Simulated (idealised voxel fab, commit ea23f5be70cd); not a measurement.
Title: Process Module voxel transistor to metal
Pictured: cross-section cut, 160 nm wide, on a grid of 5 nm square cells.
The cross-sections in this document take the form of a grid made of square cells. They are written out as bands, in order from top to bottom. Each band consists of one or more rows of cells. Per band: top height and bottom height in nm, followed by the left-to-right materials and their widths in nm; "throughout" marks a single material spanning edge to edge, "empty" marks empty space. Height reference: 0 = level under which incoming wafer is all one material. Lowest band: no bottom, runs on downward, e.g. "0 -> down". Width "30 to 40": first value at the band's top row of cells, second value at its bottom row, equal change from row to row. Where a step carries "no change", the cross-section came out of it unchanged, cell for cell. The list in "Encapsulated voids" covers empty spaces of 8 cells or more that cannot reach the top through any open way, and it gives each as width x height at distance; the distance is from the left edge, and width, height and distance are in nm. That trailing text on a step's line, after the settings, is the simulator's own remark on the step. overlay nm: where the mask lay relative to plan, measured to the right, on steps with a mask; negatives go left. Note: before/after cross-section pairs follow, one process step per pair, after-side truncated at the lowest changed band, step and settings given beneath. Different runs of this module on the same starting wafer may supply the pairs; a pair continues the one above only where the "Before-step section" entry says so.

Before-step section
    0 -> down | Si throughout
    Encapsulated voids: none

As Processed
    0 -> -5 | SiO2 throughout
    Below -5, the layers are the same as they were.
    Encapsulated voids: none
Formally, the process step situated between the two cross-sections above is OXIDIZE with depth nm 5

Before-step section: The structure entering this step is exactly what the pair just above shows after its step.

As Processed
    15 -> 0 | SiN throughout
    Below 0, the layers are the same as they were.
    Encapsulated voids: none
Formally, the process step situated between the two cross-sections above is CONFORMAL_DEP with material SiN, thk nm 15

Before-step section: The structure entering this step is exactly what the pair just above shows after its step.

As Processed
    25 -> 15 | aC throughout
    Below 15, the layers are the same as they were.
    Encapsulated voids: none
Formally, the process step situated between the two cross-sections above is DIRECTIONAL_DEP with material aC, thk nm 10

Before-step section: The structure entering this step is exactly what the pair just above shows after its step.

As Processed
    50 -> 25 | empty=15 | resist=125 | empty=20
    Below 25, the layers are the same as they were.
    Encapsulated voids: none
Formally, the process step situated between the two cross-sections above is PATTERN with tone cover, mask id ACTIVE, material resist, width nm 125, thk nm 25, overlay nm 0

Before-step section: The structure entering this step is exactly what the pair just above shows after its step.

As Processed
    40 -> 25 | empty=15 | resist=125 | empty=20
    25 -> 15 | empty=15 | aC=125 | empty=20
    Below 15, the layers are the same as they were.
    Encapsulated voids: none
Formally, the process step situated between the two cross-sections above is DIRECTIONAL_ETCH with etch materials aC, depth nm 10

Before-step section: The structure entering this step is exactly what the pair just above shows after its step.

As Processed
    25 -> 15 | empty=15 | aC=125 | empty=20
    Below 15, the layers are the same as they were.
    Encapsulated voids: none
Formally, the process step situated between the two cross-sections above is STRIP with etch materials resist

Before-step section: The structure entering this step is exactly what the pair just above shows after its step.

As Processed
    25 -> 15 | empty=15 | aC=125 | empty=20
    15 -> 0 | empty=15 | SiN=125 | empty=20
    Below 0, the layers are the same as they were.
    Encapsulated voids: none
Formally, the process step situated between the two cross-sections above is DIRECTIONAL_ETCH with etch materials SiN, depth nm 15

Before-step section: The structure entering this step is exactly what the pair just above shows after its step.

As Processed
    25 -> 15 | empty=15 | aC=125 | empty=20
    15 -> 0 | empty=15 | SiN=125 | empty=20
    0 -> -5 | empty=15 | SiO2=125 | empty=20
    Below -5, the layers are the same as they were.
    Encapsulated voids: none
Formally, the process step situated between the two cross-sections above is DIRECTIONAL_ETCH with etch materials SiO2, depth nm 5

Before-step section: The structure entering this step is exactly what the pair just above shows after its step.

As Processed
    25 -> 15 | empty=15 | aC=125 | empty=20
    15 -> 0 | empty=15 | SiN=125 | empty=20
    0 -> -5 | empty=15 | SiO2=125 | empty=20
    -5 -> -25 | empty=15 | Si=125 | empty=20
    Below -25, the layers are the same as they were.
    Encapsulated voids: none
Formally, the process step situated between the two cross-sections above is DIRECTIONAL_ETCH with etch materials Si, depth nm 20

Before-step section: The structure entering this step is exactly what the pair just above shows after its step.

As Processed
    15 -> 0 | empty=15 | SiN=125 | empty=20
    Below 0, the layers are the same as they were.
    Encapsulated voids: none
Formally, the process step situated between the two cross-sections above is STRIP with etch materials aC

Before-step section: The structure entering this step is exactly what the pair just above shows after its step.

As Processed
    20 -> 15 | SiO2 throughout
    15 -> 0 | SiO2=15 | SiN=125 | SiO2=20
    0 -> -5 | SiO2 throughout
    -5 -> -25 | SiO2=15 | Si=125 | SiO2=20
    Below -25, the layers are the same as they were.
    Encapsulated voids: none
Formally, the process step situated between the two cross-sections above is FILL_DEP with material SiO2, thk nm 5

Before-step section: The structure entering this step is exactly what the pair just above shows after its step.

As Processed
    15 -> 0 | SiO2=15 | SiN=125 | SiO2=20
    Below 0, the layers are the same as they were.
    Encapsulated voids: none
Formally, the process step situated between the two cross-sections above is CMP with height nm 15

Before-step section: The structure entering this step is exactly what the pair just above shows after its step.

As Processed
    15 -> 0 | empty=15 | SiN=125 | empty=20
    Below 0, the layers are the same as they were.
    Encapsulated voids: none
Formally, the process step situated between the two cross-sections above is SELECTIVE_ETCH with etch materials SiO2, depth nm 15

Before-step section: The structure entering this step is exactly what the pair just above shows after its step.

As Processed
    0 -> -5 | SiO2 throughout
    Below -5, the layers are the same as they were.
    Encapsulated voids: none
Formally, the process step situated between the two cross-sections above is STRIP with etch materials SiN

Before-step section: The structure entering this step is exactly what the pair just above shows after its step.

As Processed
    -5 -> -25 | SiO2=15 | Si=125 | SiO2=20
    Below -25, the layers are the same as they were.
    Encapsulated voids: none
Formally, the process step situated between the two cross-sections above is SELECTIVE_ETCH with etch materials SiO2, depth nm 5

Before-step section: The structure entering this step is exactly what the pair just above shows after its step.

As Processed
    -5 -> -10 | SiO2 throughout
    Below -10, the layers are the same as they were.
    Encapsulated voids: none
Formally, the process step situated between the two cross-sections above is OXIDIZE with depth nm 5

Before-step section: The structure entering this step is exactly what the pair just above shows after its step.

As Processed
    20 -> -5 | polySi throughout
    Below -5, the layers are the same as they were.
    Encapsulated voids: none
Formally, the process step situated between the two cross-sections above is DIRECTIONAL_DEP with material polySi, thk nm 25

Before-step section: The structure entering this step is exactly what the pair just above shows after its step.

As Processed
    35 -> 20 | SiCN throughout
    Below 20, the layers are the same as they were.
    Encapsulated voids: none
Formally, the process step situated between the two cross-sections above is DIRECTIONAL_DEP with material SiCN, thk nm 15

Before-step section: The structure entering this step is exactly what the pair just above shows after its step.

As Processed
    35 -> 20 | empty=60 | SiCN=35 | empty=65
    Below 20, the layers are the same as they were.
    Encapsulated voids: none
Formally, the process step situated between the two cross-sections above is MASKED_ETCH with tone cover, mask id GATE, width nm 35, etch materials SiCN, depth nm 25, overlay nm 0

Before-step section: The structure entering this step is exactly what the pair just above shows after its step.

As Processed
    35 -> 20 | empty=60 | SiCN=35 | empty=65
    20 -> -5 | empty=60 | polySi=35 | empty=65
    Below -5, the layers are the same as they were.
    Encapsulated voids: none
Formally, the process step situated between the two cross-sections above is MASKED_ETCH with tone cover, mask id GATE, width nm 35, etch materials polySi, depth nm 35, overlay nm 0

Before-step section: The structure entering this step is exactly what the pair just above shows after its step.

As Processed
    40 -> 35 | empty=55 | SiN=45 | empty=60
    35 -> 20 | empty=55 | SiN=5 | SiCN=35 | SiN=5 | empty=60
    20 -> 0 | empty=55 | SiN=5 | polySi=35 | SiN=5 | empty=60
    0 -> -5 | SiN=60 | polySi=35 | SiN=65
    Below -5, the layers are the same as they were.
    Encapsulated voids: none
Formally, the process step situated between the two cross-sections above is CONFORMAL_DEP with material SiN, thk nm 5

Before-step section: The structure entering this step is exactly what the pair just above shows after its step.

As Processed
    35 -> 20 | empty=55 | SiN=5 | SiCN=35 | SiN=5 | empty=60
    20 -> -5 | empty=55 | SiN=5 | polySi=35 | SiN=5 | empty=60
    Below -5, the layers are the same as they were.
    Encapsulated voids: none
Formally, the process step situated between the two cross-sections above is DIRECTIONAL_ETCH with etch materials SiN, depth nm 5

Before-step section: The structure entering this step is exactly what the pair just above shows after its step.

As Processed
    35 -> 20 | empty=55 | SiN=5 | SiCN=35 | SiN=5 | empty=60
    20 -> -5 | empty=55 | SiN=5 | polySi=35 | SiN=5 | empty=60
    -5 -> -10 | empty=55 | SiO2=45 | empty=60
    Below -10, the layers are the same as they were.
    Encapsulated voids: none
Formally, the process step situated between the two cross-sections above is DIRECTIONAL_ETCH with etch materials SiO2, depth nm 5

Before-step section: The structure entering this step is exactly what the pair just above shows after its step.

As Processed
    35 -> 20 | empty=55 | SiN=5 | SiCN=35 | SiN=5 | empty=60
    20 -> -5 | empty=55 | SiN=5 | polySi=35 | SiN=5 | empty=60
    -5 -> -10 | empty=55 | SiO2=45 | empty=60
    -10 -> -25 | SiO2=15 | empty=40 | Si=45 | empty=40 | SiO2=20
    Below -25, the layers are the same as they were.
    Encapsulated voids: none
Formally, the process step situated between the two cross-sections above is DIRECTIONAL_ETCH with etch materials Si, depth nm 15

Before-step section: The structure entering this step is exactly what the pair just above shows after its step.

As Processed
    35 -> 20 | empty=55 | SiN=5 | SiCN=35 | SiN=5 | empty=60
    20 -> 10 | empty=55 | SiN=5 | polySi=35 | SiN=5 | empty=60
    10 -> -5 | empty=35 | pSi=20 | SiN=5 | polySi=35 | SiN=5 | pSi=20 | empty=40
    -5 -> -10 | empty=10 | pSi=45 | SiO2=45 | pSi=45 | empty=15
    -10 -> -25 | SiO2=15 | pSi=40 | Si=45 | pSi=40 | SiO2=20
    Below -25, the layers are the same as they were.
    Encapsulated voids: none
Formally, the process step situated between the two cross-sections above is EPI with material pSi, thk nm 20

Before-step section: The structure entering this step is exactly what the pair just above shows after its step.

As Processed
    45 -> 35 | SiO2 throughout
    35 -> 20 | SiO2=55 | SiN=5 | SiCN=35 | SiN=5 | SiO2=60
    20 -> 10 | SiO2=55 | SiN=5 | polySi=35 | SiN=5 | SiO2=60
    10 -> -5 | SiO2=35 | pSi=20 | SiN=5 | polySi=35 | SiN=5 | pSi=20 | SiO2=40
    -5 -> -10 | SiO2=10 | pSi=45 | SiO2=45 | pSi=45 | SiO2=15
    Below -10, the layers are the same as they were.
    Encapsulated voids: none
Formally, the process step situated between the two cross-sections above is FILL_DEP with material SiO2, thk nm 10

Before-step section: The structure entering this step is exactly what the pair just above shows after its step.

As Processed
    20 -> 10 | SiO2=55 | SiN=5 | polySi=35 | SiN=5 | SiO2=60
    Below 10, the layers are the same as they were.
    Encapsulated voids: none
Formally, the process step situated between the two cross-sections above is CMP with height nm 20

Before-step section: The structure entering this step is exactly what the pair just above shows after its step.

As Processed
    20 -> 10 | SiO2=55 | SiN=5 | empty=35 | SiN=5 | SiO2=60
    10 -> -5 | SiO2=35 | pSi=20 | SiN=5 | empty=35 | SiN=5 | pSi=20 | SiO2=40
    Below -5, the layers are the same as they were.
    Encapsulated voids: none
Formally, the process step situated between the two cross-sections above is STRIP with etch materials polySi

Before-step section: The structure entering this step is exactly what the pair just above shows after its step.

As Processed
    20 -> 15 | empty=55 | SiN=5 | empty=35 | SiN=5 | empty=60
    15 -> 10 | SiO2=55 | SiN=5 | empty=35 | SiN=5 | SiO2=60
    10 -> -5 | SiO2=35 | pSi=20 | SiN=5 | empty=35 | SiN=5 | pSi=20 | SiO2=40
    -5 -> -10 | SiO2=10 | pSi=45 | empty=45 | pSi=45 | SiO2=15
    Below -10, the layers are the same as they were.
    Encapsulated voids: none
Formally, the process step situated between the two cross-sections above is SELECTIVE_ETCH with etch materials SiO2, depth nm 5

Before-step section: The structure entering this step is exactly what the pair just above shows after its step.

As Processed
    25 -> 20 | empty=50 | HfO2=15 | empty=25 | HfO2=15 | empty=55
    20 -> 15 | HfO2=55 | SiN=5 | HfO2=5 | empty=25 | HfO2=5 | SiN=5 | HfO2=60
    15 -> 10 | SiO2=55 | SiN=5 | HfO2=5 | empty=25 | HfO2=5 | SiN=5 | SiO2=60
    10 -> -5 | SiO2=35 | pSi=20 | SiN=5 | HfO2=5 | empty=25 | HfO2=5 | SiN=5 | pSi=20 | SiO2=40
    -5 -> -10 | SiO2=10 | pSi=45 | HfO2=45 | pSi=45 | SiO2=15
    Below -10, the layers are the same as they were.
    Encapsulated voids: none
Formally, the process step situated between the two cross-sections above is CONFORMAL_DEP with material HfO2, thk nm 5

Before-step section: The structure entering this step is exactly what the pair just above shows after its step.

As Processed
    30 -> 25 | empty=45 | TiN=25 | empty=15 | TiN=25 | empty=50
    25 -> 20 | TiN=50 | HfO2=15 | TiN=5 | empty=15 | TiN=5 | HfO2=15 | TiN=55
    20 -> 15 | HfO2=55 | SiN=5 | HfO2=5 | TiN=5 | empty=15 | TiN=5 | HfO2=5 | SiN=5 | HfO2=60
    15 -> 10 | SiO2=55 | SiN=5 | HfO2=5 | TiN=5 | empty=15 | TiN=5 | HfO2=5 | SiN=5 | SiO2=60
    10 -> 0 | SiO2=35 | pSi=20 | SiN=5 | HfO2=5 | TiN=5 | empty=15 | TiN=5 | HfO2=5 | SiN=5 | pSi=20 | SiO2=40
    0 -> -5 | SiO2=35 | pSi=20 | SiN=5 | HfO2=5 | TiN=25 | HfO2=5 | SiN=5 | pSi=20 | SiO2=40
    Below -5, the layers are the same as they were.
    Encapsulated voids: none
Formally, the process step situated between the two cross-sections above is CONFORMAL_DEP with material TiN, thk nm 5

Before-step section: The structure entering this step is exactly what the pair just above shows after its step.

As Processed
    35 -> 30 | W throughout
    30 -> 25 | W=45 | TiN=25 | W=15 | TiN=25 | W=50
    25 -> 20 | TiN=50 | HfO2=15 | TiN=5 | W=15 | TiN=5 | HfO2=15 | TiN=55
    20 -> 15 | HfO2=55 | SiN=5 | HfO2=5 | TiN=5 | W=15 | TiN=5 | HfO2=5 | SiN=5 | HfO2=60
    15 -> 10 | SiO2=55 | SiN=5 | HfO2=5 | TiN=5 | W=15 | TiN=5 | HfO2=5 | SiN=5 | SiO2=60
    10 -> 0 | SiO2=35 | pSi=20 | SiN=5 | HfO2=5 | TiN=5 | W=15 | TiN=5 | HfO2=5 | SiN=5 | pSi=20 | SiO2=40
    Below 0, the layers are the same as they were.
    Encapsulated voids: none
Formally, the process step situated between the two cross-sections above is FILL_DEP with material W, thk nm 5

Before-step section: The structure entering this step is exactly what the pair just above shows after its step.

As Processed
    15 -> 10 | SiO2=55 | SiN=5 | HfO2=5 | TiN=5 | W=15 | TiN=5 | HfO2=5 | SiN=5 | SiO2=60
    Below 10, the layers are the same as they were.
    Encapsulated voids: none
Formally, the process step situated between the two cross-sections above is CMP with height nm 15

Before-step section: The structure entering this step is exactly what the pair just above shows after its step.

As Processed
    25 -> 15 | SiO2 throughout
    Below 15, the layers are the same as they were.
    Encapsulated voids: none
Formally, the process step situated between the two cross-sections above is DIRECTIONAL_DEP with material SiO2, thk nm 10

Before-step section: The structure entering this step is exactly what the pair just above shows after its step.

As Processed
    35 -> 25 | aC throughout
    Below 25, the layers are the same as they were.
    Encapsulated voids: none
Formally, the process step situated between the two cross-sections above is DIRECTIONAL_DEP with material aC, thk nm 10

Before-step section: The structure entering this step is exactly what the pair just above shows after its step.

As Processed
    60 -> 35 | resist=20 | empty=20 | resist=75 | empty=20 | resist=25
    Below 35, the layers are the same as they were.
    Encapsulated voids: none
Formally, the process step situated between the two cross-sections above is PATTERN with tone open, mask id CONTACT, material resist, width nm 20, pitch nm 95, thk nm 25, overlay nm 0

Before-step section: The structure entering this step is exactly what the pair just above shows after its step.

As Processed
    50 -> 35 | resist=20 | empty=20 | resist=75 | empty=20 | resist=25
    35 -> 25 | aC=20 | empty=20 | aC=75 | empty=20 | aC=25
    Below 25, the layers are the same as they were.
    Encapsulated voids: none
Formally, the process step situated between the two cross-sections above is DIRECTIONAL_ETCH with etch materials aC, depth nm 10

Before-step section: The structure entering this step is exactly what the pair just above shows after its step.

As Processed
    35 -> 25 | aC=20 | empty=20 | aC=75 | empty=20 | aC=25
    Below 25, the layers are the same as they were.
    Encapsulated voids: none
Formally, the process step situated between the two cross-sections above is STRIP with etch materials resist

Before-step section: The structure entering this step is exactly what the pair just above shows after its step.

As Processed
    35 -> 25 | aC=20 | empty=20 | aC=75 | empty=20 | aC=25
    25 -> 15 | SiO2=20 | empty=20 | SiO2=75 | empty=20 | SiO2=25
    15 -> 10 | SiO2=20 | empty=20 | SiO2=15 | SiN=5 | HfO2=5 | TiN=5 | W=15 | TiN=5 | HfO2=5 | SiN=5 | SiO2=15 | empty=20 | SiO2=25
    10 -> 0 | SiO2=20 | empty=15 | pSi=20 | SiN=5 | HfO2=5 | TiN=5 | W=15 | TiN=5 | HfO2=5 | SiN=5 | pSi=20 | empty=15 | SiO2=25
    0 -> -5 | SiO2=20 | empty=15 | pSi=20 | SiN=5 | HfO2=5 | TiN=25 | HfO2=5 | SiN=5 | pSi=20 | empty=15 | SiO2=25
    Below -5, the layers are the same as they were.
    Encapsulated voids: none
Formally, the process step situated between the two cross-sections above is DIRECTIONAL_ETCH with etch materials SiO2, depth nm 30

Before-step section: The structure entering this step is exactly what the pair just above shows after its step.

As Processed
    25 -> 15 | SiO2=20 | empty=20 | SiO2=75 | empty=20 | SiO2=25
    Below 15, the layers are the same as they were.
    Encapsulated voids: none
Formally, the process step situated between the two cross-sections above is STRIP with etch materials aC

Before-step section: The structure entering this step is exactly what the pair just above shows after its step.

As Processed
    30 -> 25 | TiN=25 | empty=10 | TiN=85 | empty=10 | TiN=30
    25 -> 15 | SiO2=20 | TiN=5 | empty=10 | TiN=5 | SiO2=75 | TiN=5 | empty=10 | TiN=5 | SiO2=25
    15 -> 10 | SiO2=20 | TiN=5 | empty=5 | TiN=10 | SiO2=15 | SiN=5 | HfO2=5 | TiN=5 | W=15 | TiN=5 | HfO2=5 | SiN=5 | SiO2=15 | TiN=10 | empty=5 | TiN=5 | SiO2=25
    10 -> 0 | SiO2=20 | TiN=5 | empty=5 | TiN=5 | pSi=20 | SiN=5 | HfO2=5 | TiN=5 | W=15 | TiN=5 | HfO2=5 | SiN=5 | pSi=20 | TiN=5 | empty=5 | TiN=5 | SiO2=25
    0 -> -5 | SiO2=20 | TiN=15 | pSi=20 | SiN=5 | HfO2=5 | TiN=25 | HfO2=5 | SiN=5 | pSi=20 | TiN=15 | SiO2=25
    Below -5, the layers are the same as they were.
    Encapsulated voids: none
Formally, the process step situated between the two cross-sections above is CONFORMAL_DEP with material TiN, thk nm 5

Before-step section: The structure entering this step is exactly what the pair just above shows after its step.

As Processed
    35 -> 30 | Ru throughout
    30 -> 25 | TiN=25 | Ru=10 | TiN=85 | Ru=10 | TiN=30
    25 -> 15 | SiO2=20 | TiN=5 | Ru=10 | TiN=5 | SiO2=75 | TiN=5 | Ru=10 | TiN=5 | SiO2=25
    15 -> 10 | SiO2=20 | TiN=5 | Ru=5 | TiN=10 | SiO2=15 | SiN=5 | HfO2=5 | TiN=5 | W=15 | TiN=5 | HfO2=5 | SiN=5 | SiO2=15 | TiN=10 | Ru=5 | TiN=5 | SiO2=25
    10 -> 0 | SiO2=20 | TiN=5 | Ru=5 | TiN=5 | pSi=20 | SiN=5 | HfO2=5 | TiN=5 | W=15 | TiN=5 | HfO2=5 | SiN=5 | pSi=20 | TiN=5 | Ru=5 | TiN=5 | SiO2=25
    Below 0, the layers are the same as they were.
    Encapsulated voids: none
Formally, the process step situated between the two cross-sections above is FILL_DEP with material Ru, thk nm 5

Before-step section: The structure entering this step is exactly what the pair just above shows after its step.

As Processed
    25 -> 15 | SiO2=20 | TiN=5 | Ru=10 | TiN=5 | SiO2=75 | TiN=5 | Ru=10 | TiN=5 | SiO2=25
    Below 15, the layers are the same as they were.
    Encapsulated voids: none
Formally, the process step situated between the two cross-sections above is CMP with height nm 25

Before-step section: The structure entering this step is exactly what the pair just above shows after its step.

As Processed
    30 -> 25 | TiN throughout
    Below 25, the layers are the same as they were.
    Encapsulated voids: none
Formally, the process step situated between the two cross-sections above is DIRECTIONAL_DEP with material TiN, thk nm 5

Before-step section: The structure entering this step is exactly what the pair just above shows after its step.

As Processed
    50 -> 30 | W throughout
    Below 30, the layers are the same as they were.
    Encapsulated voids: none
Formally, the process step situated between the two cross-sections above is DIRECTIONAL_DEP with material W, thk nm 20

Before-step section: The structure entering this step is exactly what the pair just above shows after its step.

As Processed
    50 -> 30 | empty=20 | W=20 | empty=75 | W=20 | empty=25
    Below 30, the layers are the same as they were.
    Encapsulated voids: none
Formally, the process step situated between the two cross-sections above is MASKED_ETCH with tone cover, mask id METAL_1, width nm 20, pitch nm 95, etch materials W, depth nm 20, overlay nm 0

Before-step section: The structure entering this step is exactly what the pair just above shows after its step.

As Processed
    50 -> 30 | empty=20 | W=20 | empty=75 | W=20 | empty=25
    30 -> 25 | empty=20 | TiN=20 | empty=75 | TiN=20 | empty=25
    Below 25, the layers are the same as they were.
    Encapsulated voids: none
Formally, the process step situated between the two cross-sections above is MASKED_ETCH with tone cover, mask id METAL_1, width nm 20, pitch nm 95, etch materials TiN, depth nm 5, overlay nm 0

Before-step section: The structure entering this step is exactly what the pair just above shows after its step.

As Processed
    55 -> 50 | empty=15 | SiCN=30 | empty=65 | SiCN=30 | empty=20
    50 -> 30 | empty=15 | SiCN=5 | W=20 | SiCN=5 | empty=65 | SiCN=5 | W=20 | SiCN=5 | empty=20
    30 -> 25 | SiCN=20 | TiN=20 | SiCN=75 | TiN=20 | SiCN=25
    Below 25, the layers are the same as they were.
    Encapsulated voids: none
Formally, the process step situated between the two cross-sections above is CONFORMAL_DEP with material SiCN, thk nm 5

Before-step section: The structure entering this step is exactly what the pair just above shows after its step.

As Processed
    65 -> 55 | lowk throughout
    55 -> 50 | lowk=15 | SiCN=30 | lowk=65 | SiCN=30 | lowk=20
    50 -> 30 | lowk=15 | SiCN=5 | W=20 | SiCN=5 | lowk=65 | SiCN=5 | W=20 | SiCN=5 | lowk=20
    Below 30, the layers are the same as they were.
    Encapsulated voids: none
Formally, the process step situated between the two cross-sections above is FILL_DEP with material lowk, thk nm 10

Before-step section: The structure entering this step is exactly what the pair just above shows after its step.

As Processed
    50 -> 30 | lowk=15 | SiCN=5 | W=20 | SiCN=5 | lowk=65 | SiCN=5 | W=20 | SiCN=5 | lowk=20
    Below 30, the layers are the same as they were.
    Encapsulated voids: none
Formally, the process step situated between the two cross-sections above is CMP with height nm 50

Before-step section: The structure entering this step is exactly what the pair just above shows after its step.

As Processed
    55 -> 50 | SiN throughout
    Below 50, the layers are the same as they were.
    Encapsulated voids: none
Formally, the process step situated between the two cross-sections above is CONFORMAL_DEP with material SiN, thk nm 5

Before-step section
    -5 -> -10 | SiO2 throughout
    -10 -> -25 | SiO2=15 | Si=125 | SiO2=20
    -25 -> down | Si throughout
    Encapsulated voids: none

As Processed
    10 -> -5 | SiCN throughout
    Below -5, the layers are the same as they were.
    Encapsulated voids: none
Formally, the process step situated between the two cross-sections above is DIRECTIONAL_DEP with material SiCN, thk nm 15

Before-step section: The structure entering this step is exactly what the pair just above shows after its step.

As Processed
    10 -> -5 | empty=60 | SiCN=35 | empty=65
    Below -5, the layers are the same as they were.
    Encapsulated voids: none
Formally, the process step situated between the two cross-sections above is MASKED_ETCH with tone cover, mask id GATE, width nm 35, etch materials SiCN, depth nm 25, overlay nm 0

Before-step section: The structure entering this step is exactly what the pair just above shows after its step.

As Processed
    15 -> 10 | empty=55 | SiN=45 | empty=60
    10 -> 0 | empty=55 | SiN=5 | SiCN=35 | SiN=5 | empty=60
    0 -> -5 | SiN=60 | SiCN=35 | SiN=65
    Below -5, the layers are the same as they were.
    Encapsulated voids: none
Formally, the process step situated between the two cross-sections above is CONFORMAL_DEP with material SiN, thk nm 5

Before-step section: The structure entering this step is exactly what the pair just above shows after its step.

As Processed
    10 -> -5 | empty=55 | SiN=5 | SiCN=35 | SiN=5 | empty=60
    Below -5, the layers are the same as they were.
    Encapsulated voids: none
Formally, the process step situated between the two cross-sections above is DIRECTIONAL_ETCH with etch materials SiN, depth nm 5

Before-step section: The structure entering this step is exactly what the pair just above shows after its step.

As Processed
    10 -> -5 | empty=55 | SiN=5 | SiCN=35 | SiN=5 | empty=60
    -5 -> -10 | empty=55 | SiO2=45 | empty=60
    Below -10, the layers are the same as they were.
    Encapsulated voids: none
Formally, the process step situated between the two cross-sections above is DIRECTIONAL_ETCH with etch materials SiO2, depth nm 5

Before-step section: The structure entering this step is exactly what the pair just above shows after its step.

As Processed
    10 -> -5 | empty=55 | SiN=5 | SiCN=35 | SiN=5 | empty=60
    -5 -> -10 | empty=55 | SiO2=45 | empty=60
    -10 -> -25 | SiO2=15 | empty=40 | Si=45 | empty=40 | SiO2=20
    Below -25, the layers are the same as they were.
    Encapsulated voids: none
Formally, the process step situated between the two cross-sections above is DIRECTIONAL_ETCH with etch materials Si, depth nm 15

Before-step section: The structure entering this step is exactly what the pair just above shows after its step.

As Processed
    10 -> -5 | empty=35 | pSi=20 | SiN=5 | SiCN=35 | SiN=5 | pSi=20 | empty=40
    -5 -> -10 | empty=10 | pSi=45 | SiO2=45 | pSi=45 | empty=15
    -10 -> -25 | SiO2=15 | pSi=40 | Si=45 | pSi=40 | SiO2=20
    Below -25, the layers are the same as they were.
    Encapsulated voids: none
Formally, the process step situated between the two cross-sections above is EPI with material pSi, thk nm 20

Before-step section: The structure entering this step is exactly what the pair just above shows after its step.

As Processed
    20 -> 10 | SiO2 throughout
    10 -> -5 | SiO2=35 | pSi=20 | SiN=5 | SiCN=35 | SiN=5 | pSi=20 | SiO2=40
    -5 -> -10 | SiO2=10 | pSi=45 | SiO2=45 | pSi=45 | SiO2=15
    Below -10, the layers are the same as they were.
    Encapsulated voids: none
Formally, the process step situated between the two cross-sections above is FILL_DEP with material SiO2, thk nm 10

Before-step section: The structure entering this step is exactly what the pair just above shows after its step.

As Processed
    15 -> 10 | SiO2 throughout
    Below 10, the layers are the same as they were.
    Encapsulated voids: none
Formally, the process step situated between the two cross-sections above is SELECTIVE_ETCH with etch materials SiO2, depth nm 5

Before-step section: The structure entering this step is exactly what the pair just above shows after its step.

As Processed
    20 -> 15 | HfO2 throughout
    Below 15, the layers are the same as they were.
    Encapsulated voids: none
Formally, the process step situated between the two cross-sections above is CONFORMAL_DEP with material HfO2, thk nm 5

Before-step section: The structure entering this step is exactly what the pair just above shows after its step.

As Processed
    25 -> 20 | TiN throughout
    Below 20, the layers are the same as they were.
    Encapsulated voids: none
Formally, the process step situated between the two cross-sections above is CONFORMAL_DEP with material TiN, thk nm 5

Before-step section: The structure entering this step is exactly what the pair just above shows after its step.

As Processed
    30 -> 25 | W throughout
    Below 25, the layers are the same as they were.
    Encapsulated voids: none
Formally, the process step situated between the two cross-sections above is FILL_DEP with material W, thk nm 5

Before-step section: The structure entering this step is exactly what the pair just above shows after its step.

As Processed
    15 -> 10 | SiO2 throughout
    Below 10, the layers are the same as they were.
    Encapsulated voids: none
Formally, the process step situated between the two cross-sections above is CMP with height nm 15

Before-step section: The structure entering this step is exactly what the pair just above shows after its step.

As Processed
    25 -> 10 | SiO2 throughout
    Below 10, the layers are the same as they were.
    Encapsulated voids: none
Formally, the process step situated between the two cross-sections above is DIRECTIONAL_DEP with material SiO2, thk nm 10

Before-step section: The structure entering this step is exactly what the pair just above shows after its step.

As Processed
    35 -> 25 | aC throughout
    Below 25, the layers are the same as they were.
    Encapsulated voids: none
Formally, the process step situated between the two cross-sections above is DIRECTIONAL_DEP with material aC, thk nm 10

Before-step section: The structure entering this step is exactly what the pair just above shows after its step.

As Processed
    60 -> 35 | resist=20 | empty=20 | resist=75 | empty=20 | resist=25
    Below 35, the layers are the same as they were.
    Encapsulated voids: none
Formally, the process step situated between the two cross-sections above is PATTERN with tone open, mask id CONTACT, material resist, width nm 20, pitch nm 95, thk nm 25, overlay nm 0

Before-step section: The structure entering this step is exactly what the pair just above shows after its step.

As Processed
    50 -> 35 | resist=20 | empty=20 | resist=75 | empty=20 | resist=25
    35 -> 25 | aC=20 | empty=20 | aC=75 | empty=20 | aC=25
    Below 25, the layers are the same as they were.
    Encapsulated voids: none
Formally, the process step situated between the two cross-sections above is DIRECTIONAL_ETCH with etch materials aC, depth nm 10

Before-step section: The structure entering this step is exactly what the pair just above shows after its step.

As Processed
    35 -> 25 | aC=20 | empty=20 | aC=75 | empty=20 | aC=25
    Below 25, the layers are the same as they were.
    Encapsulated voids: none
Formally, the process step situated between the two cross-sections above is STRIP with etch materials resist

Before-step section: The structure entering this step is exactly what the pair just above shows after its step.

As Processed
    35 -> 25 | aC=20 | empty=20 | aC=75 | empty=20 | aC=25
    25 -> 10 | SiO2=20 | empty=20 | SiO2=75 | empty=20 | SiO2=25
    10 -> -5 | SiO2=20 | empty=15 | pSi=20 | SiN=5 | SiCN=35 | SiN=5 | pSi=20 | empty=15 | SiO2=25
    Below -5, the layers are the same as they were.
    Encapsulated voids: none
Formally, the process step situated between the two cross-sections above is DIRECTIONAL_ETCH with etch materials SiO2, depth nm 30

Before-step section: The structure entering this step is exactly what the pair just above shows after its step.

As Processed
    25 -> 10 | SiO2=20 | empty=20 | SiO2=75 | empty=20 | SiO2=25
    Below 10, the layers are the same as they were.
    Encapsulated voids: none
Formally, the process step situated between the two cross-sections above is STRIP with etch materials aC

Before-step section: The structure entering this step is exactly what the pair just above shows after its step.

As Processed
    30 -> 25 | TiN=25 | empty=10 | TiN=85 | empty=10 | TiN=30
    25 -> 15 | SiO2=20 | TiN=5 | empty=10 | TiN=5 | SiO2=75 | TiN=5 | empty=10 | TiN=5 | SiO2=25
    15 -> 10 | SiO2=20 | TiN=5 | empty=5 | TiN=10 | SiO2=75 | TiN=10 | empty=5 | TiN=5 | SiO2=25
    10 -> 0 | SiO2=20 | TiN=5 | empty=5 | TiN=5 | pSi=20 | SiN=5 | SiCN=35 | SiN=5 | pSi=20 | TiN=5 | empty=5 | TiN=5 | SiO2=25
    0 -> -5 | SiO2=20 | TiN=15 | pSi=20 | SiN=5 | SiCN=35 | SiN=5 | pSi=20 | TiN=15 | SiO2=25
    Below -5, the layers are the same as they were.
    Encapsulated voids: none
Formally, the process step situated between the two cross-sections above is CONFORMAL_DEP with material TiN, thk nm 5
